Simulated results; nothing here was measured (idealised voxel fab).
Title: Process Module voxel self aligned vias
FYI the section here is cut, 210 nm wide, cells are 5 nm squares.
We lay out every cross-section as a grid of square cells and spell it out in bands from the top down, where one band means one or more rows of cells. Per band: top height and bottom height in nm, followed by the left-to-right materials and their widths in nm; "all across" marks a single material spanning edge to edge, "empty" marks empty space. The level at which height equals 0 is the one under which the wafer, as it arrives, is entirely one material. No lower edge exists for the bottom band, which continues downward and is notated as in "top 0, no bottom". A width such as "30->40" changes by the same amount from each row of cells to the next, from the band's top row to its bottom row. You'll sometimes find "no alteration" written for a step, and that's the way of saying that nowhere in the cross-section did a cell change during that step. Look at "Unvented voids" for the closed voids: empty spaces with no open path to the top, sized 8 cells or up. Each is width x height at distance, distance from the left edge, all nm. On each step's line, the part that comes after the settings is the simulator's own comment on the step. Regarding "overlay nm": on a step with a mask, it is the distance the mask lay to the right of its planned place; a negative value places it to the left.
-- The planned process steps are enumerated hereunder
step 1: RECEIVE: material Si
step 2: CONFORMAL_DEP: material SiO2, thk nm 15
step 3: CONFORMAL_DEP: material SiCN, thk nm 5
step 4: DIRECTIONAL_DEP: material SiO2, thk nm 30
step 5: DIRECTIONAL_DEP: material aC, thk nm 15
step 6: PATTERN: tone open, mask id LINES, material resist, width nm 30, pitch nm 65, thk nm 30, overlay nm 0
step 7: DIRECTIONAL_ETCH: etch materials aC, depth nm 15
step 8: STRIP: etch materials resist
step 9: DIRECTIONAL_ETCH: etch materials SiO2, depth nm 30
step 10: STRIP: etch materials aC
step 11: CONFORMAL_DEP: material TiN, thk nm 5
step 12: FILL_DEP: material W, thk nm 10
step 13: CMP: height nm 50
step 14: SELECTIVE_ETCH: etch materials W Ru TiN, depth nm 5
step 15: FILL_DEP: material SiN, thk nm 10
step 16: CMP: height nm 50
step 17: DIRECTIONAL_DEP: material SiO2, thk nm 20
step 18: PATTERN: tone open, mask id VIAS, material resist, width nm 40, thk nm 15, overlay nm 0
step 19: DIRECTIONAL_ETCH: etch materials SiO2, depth nm 20
step 20: DIRECTIONAL_ETCH: etch materials SiN, depth nm 5
step 21: STRIP: etch materials resist
step 22: CONFORMAL_DEP: material TiN, thk nm 5
step 23: FILL_DEP: material Ru, thk nm 10
step 24: CMP: height nm 70
step 25: CONFORMAL_DEP: material SiN, thk nm 5
-- Of two wafers, the first: run according to plan
-- Delivered wafer in cross-section: state after step 1
- top 0, no bottom: Si all across
- Unvented voids: none
-- The following cross-section depicts the wafer upon completion of step 2
- top 15, bottom 0: SiO2 all across
- Heights below 0 show no change.
-- The following cross-section depicts the wafer upon completion of step 3
- top 20, bottom 15: SiCN all across
- Heights below 15 show no change.
-- The following cross-section depicts the wafer upon completion of step 4
- top 50, bottom 20: SiO2 all across
- Heights below 20 show no change.
-- The following cross-section depicts the wafer upon completion of step 5
- top 65, bottom 50: aC all across
- Heights below 50 show no change.
-- The following cross-section depicts the wafer upon completion of step 6
- top 95, bottom 65: resist: 55, empty: 30, resist: 35, empty: 30, resist: 60
- Heights below 65 show no change.
-- The following cross-section depicts the wafer upon completion of step 7
- top 80, bottom 65: resist: 55, empty: 30, resist: 35, empty: 30, resist: 60
- top 65, bottom 50: aC: 55, empty: 30, aC: 35, empty: 30, aC: 60
- Heights below 50 show no change.
-- The following cross-section depicts the wafer upon completion of step 8
- top 65, bottom 50: aC: 55, empty: 30, aC: 35, empty: 30, aC: 60
- Heights below 50 show no change.
-- The following cross-section depicts the wafer upon completion of step 9
- top 65, bottom 50: aC: 55, empty: 30, aC: 35, empty: 30, aC: 60
- top 50, bottom 20: SiO2: 55, empty: 30, SiO2: 35, empty: 30, SiO2: 60
- Heights below 20 show no change.
-- The following cross-section depicts the wafer upon completion of step 10
- top 50, bottom 20: SiO2: 55, empty: 30, SiO2: 35, empty: 30, SiO2: 60
- Heights below 20 show no change.
-- The following cross-section depicts the wafer upon completion of step 11
- top 55, bottom 50: TiN: 60, empty: 20, TiN: 45, empty: 20, TiN: 65
- top 50, bottom 25: SiO2: 55, TiN: 5, empty: 20, TiN: 5, SiO2: 35, TiN: 5, empty: 20, TiN: 5, SiO2: 60
- top 25, bottom 20: SiO2: 55, TiN: 30, SiO2: 35, TiN: 30, SiO2: 60
- Heights below 20 show no change.
-- The following cross-section depicts the wafer upon completion of step 12
- top 65, bottom 55: W all across
- top 55, bottom 50: TiN: 60, W: 20, TiN: 45, W: 20, TiN: 65
- top 50, bottom 25: SiO2: 55, TiN: 5, W: 20, TiN: 5, SiO2: 35, TiN: 5, W: 20, TiN: 5, SiO2: 60
- Heights below 25 show no change.
-- The following cross-section depicts the wafer upon completion of step 13
- top 50, bottom 25: SiO2: 55, TiN: 5, W: 20, TiN: 5, SiO2: 35, TiN: 5, W: 20, TiN: 5, SiO2: 60
- Heights below 25 show no change.
-- The following cross-section depicts the wafer upon completion of step 14
- top 50, bottom 45: SiO2: 55, empty: 30, SiO2: 35, empty: 30, SiO2: 60
- Heights below 45 show no change.
-- The following cross-section depicts the wafer upon completion of step 15
- top 60, bottom 50: SiN all across
- top 50, bottom 45: SiO2: 55, SiN: 30, SiO2: 35, SiN: 30, SiO2: 60
- Heights below 45 show no change.
-- The following cross-section depicts the wafer upon completion of step 16
- top 50, bottom 45: SiO2: 55, SiN: 30, SiO2: 35, SiN: 30, SiO2: 60
- Heights below 45 show no change.
-- The following cross-section depicts the wafer upon completion of step 17
- top 70, bottom 50: SiO2 all across
- Heights below 50 show no change.
-- The following cross-section depicts the wafer upon completion of step 18
- top 85, bottom 70: resist: 50, empty: 40, resist: 120
- Heights below 70 show no change.
-- The following cross-section depicts the wafer upon completion of step 19
- top 85, bottom 70: resist: 50, empty: 40, resist: 120
- top 70, bottom 50: SiO2: 50, empty: 40, SiO2: 120
- Heights below 50 show no change.
-- The following cross-section depicts the wafer upon completion of step 20
- top 85, bottom 70: resist: 50, empty: 40, resist: 120
- top 70, bottom 50: SiO2: 50, empty: 40, SiO2: 120
- top 50, bottom 45: SiO2: 55, empty: 30, SiO2: 35, SiN: 30, SiO2: 60
- Heights below 45 show no change.
-- The following cross-section depicts the wafer upon completion of step 21
- top 70, bottom 50: SiO2: 50, empty: 40, SiO2: 120
- Heights below 50 show no change.
-- The following cross-section depicts the wafer upon completion of step 22
- top 75, bottom 70: TiN: 55, empty: 30, TiN: 125
- top 70, bottom 55: SiO2: 50, TiN: 5, empty: 30, TiN: 5, SiO2: 120
- top 55, bottom 50: SiO2: 50, TiN: 10, empty: 20, TiN: 10, SiO2: 120
- top 50, bottom 45: SiO2: 55, TiN: 30, SiO2: 35, SiN: 30, SiO2: 60
- Heights below 45 show no change.
-- The following cross-section depicts the wafer upon completion of step 23
- top 85, bottom 75: Ru all across
- top 75, bottom 70: TiN: 55, Ru: 30, TiN: 125
- top 70, bottom 55: SiO2: 50, TiN: 5, Ru: 30, TiN: 5, SiO2: 120
- top 55, bottom 50: SiO2: 50, TiN: 10, Ru: 20, TiN: 10, SiO2: 120
- Heights below 50 show no change.
-- The following cross-section depicts the wafer upon completion of step 24
- top 70, bottom 55: SiO2: 50, TiN: 5, Ru: 30, TiN: 5, SiO2: 120
- Heights below 55 show no change.
-- The following cross-section depicts the wafer upon completion of step 25
- top 75, bottom 70: SiN all across
- Heights below 70 show no change.
-- Second wafer: same start and same plan as the first, one execution error; identical to the first through step 5
-- Cross-section of the second wafer when, according to plan, step 6 should have finished
- top 95, bottom 65: empty: 55, resist: 30, empty: 35, resist: 30, empty: 60
- Heights below 65 show no change.
-- Cross-section of the second wafer when, according to plan, step 7 should have finished
- top 80, bottom 65: empty: 55, resist: 30, empty: 35, resist: 30, empty: 60
- top 65, bottom 50: empty: 55, aC: 30, empty: 35, aC: 30, empty: 60
- Heights below 50 show no change.
-- Cross-section of the second wafer when, according to plan, step 8 should have finished
- top 65, bottom 50: empty: 55, aC: 30, empty: 35, aC: 30, empty: 60
- Heights below 50 show no change.
-- Cross-section of the second wafer when, according to plan, step 9 should have finished
- top 65, bottom 50: empty: 55, aC: 30, empty: 35, aC: 30, empty: 60
- top 50, bottom 20: empty: 55, SiO2: 30, empty: 35, SiO2: 30, empty: 60
- Heights below 20 show no change.
-- Cross-section of the second wafer when, according to plan, step 10 should have finished
- top 50, bottom 20: empty: 55, SiO2: 30, empty: 35, SiO2: 30, empty: 60
- Heights below 20 show no change.
-- Cross-section of the second wafer when, according to plan, step 11 should have finished
- top 55, bottom 50: empty: 50, TiN: 40, empty: 25, TiN: 40, empty: 55
- top 50, bottom 25: empty: 50, TiN: 5, SiO2: 30, TiN: 5, empty: 25, TiN: 5, SiO2: 30, TiN: 5, empty: 55
- top 25, bottom 20: TiN: 55, SiO2: 30, TiN: 35, SiO2: 30, TiN: 60
- Heights below 20 show no change.
-- Cross-section of the second wafer when, according to plan, step 12 should have finished
- top 65, bottom 55: W all across
- top 55, bottom 50: W: 50, TiN: 40, W: 25, TiN: 40, W: 55
- top 50, bottom 25: W: 50, TiN: 5, SiO2: 30, TiN: 5, W: 25, TiN: 5, SiO2: 30, TiN: 5, W: 55
- Heights below 25 show no change.
-- Cross-section of the second wafer when, according to plan, step 13 should have finished
- top 50, bottom 25: W: 50, TiN: 5, SiO2: 30, TiN: 5, W: 25, TiN: 5, SiO2: 30, TiN: 5, W: 55
- Heights below 25 show no change.
-- Cross-section of the second wafer when, according to plan, step 14 should have finished
- top 50, bottom 45: empty: 55, SiO2: 30, empty: 35, SiO2: 30, empty: 60
- Heights below 45 show no change.
-- Cross-section of the second wafer when, according to plan, step 15 should have finished
- top 60, bottom 50: SiN all across
- top 50, bottom 45: SiN: 55, SiO2: 30, SiN: 35, SiO2: 30, SiN: 60
- Heights below 45 show no change.
-- Cross-section of the second wafer when, according to plan, step 16 should have finished
- top 50, bottom 45: SiN: 55, SiO2: 30, SiN: 35, SiO2: 30, SiN: 60
- Heights below 45 show no change.
-- Cross-section of the second wafer when, according to plan, step 17 should have finished
- top 70, bottom 50: SiO2 all across
- Heights below 50 show no change.
-- Cross-section of the second wafer when, according to plan, step 18 should have finished
- top 85, bottom 70: resist: 50, empty: 40, resist: 120
- Heights below 70 show no change.
-- Cross-section of the second wafer when, according to plan, step 19 should have finished
- top 85, bottom 70: resist: 50, empty: 40, resist: 120
- top 70, bottom 50: SiO2: 50, empty: 40, SiO2: 120
- Heights below 50 show no change.
-- Cross-section of the second wafer when, according to plan, step 20 should have finished
- top 85, bottom 70: resist: 50, empty: 40, resist: 120
- top 70, bottom 50: SiO2: 50, empty: 40, SiO2: 120
- top 50, bottom 45: SiN: 50, empty: 5, SiO2: 30, empty: 5, SiN: 30, SiO2: 30, SiN: 60
- Heights below 45 show no change.
-- Cross-section of the second wafer when, according to plan, step 21 should have finished
- top 70, bottom 50: SiO2: 50, empty: 40, SiO2: 120
- Heights below 50 show no change.
-- Cross-section of the second wafer when, according to plan, step 22 should have finished
- top 75, bottom 70: TiN: 55, empty: 30, TiN: 125
- top 70, bottom 55: SiO2: 50, TiN: 5, empty: 30, TiN: 5, SiO2: 120
- top 55, bottom 50: SiO2: 50, TiN: 40, SiO2: 120
- top 50, bottom 45: SiN: 50, TiN: 5, SiO2: 30, TiN: 5, SiN: 30, SiO2: 30, SiN: 60
- Heights below 45 show no change.
-- Cross-section of the second wafer when, according to plan, step 23 should have finished
- top 85, bottom 75: Ru all across
- top 75, bottom 70: TiN: 55, Ru: 30, TiN: 125
- top 70, bottom 55: SiO2: 50, TiN: 5, Ru: 30, TiN: 5, SiO2: 120
- Heights below 55 show no change.
-- Cross-section of the second wafer when, according to plan, step 24 should have finished
- top 70, bottom 55: SiO2: 50, TiN: 5, Ru: 30, TiN: 5, SiO2: 120
- Heights below 55 show no change.
-- Cross-section of the second wafer when, according to plan, step 25 should have finished
- top 75, bottom 70: SiN all across
- Heights below 70 show no change.
What broke from the plan during processing? planned and actual differ for step 6; actual: PATTERN: tone cover, mask id LINES, material resist, width nm 30, pitch nm 65, thk nm 30, overlay nm 0
Materials where the second wafer ends with more or fewer cells than the first: 4 fewer of Ru, 22 more of SiN, 108 fewer of SiO2, 18 more of TiN, 72 more of W
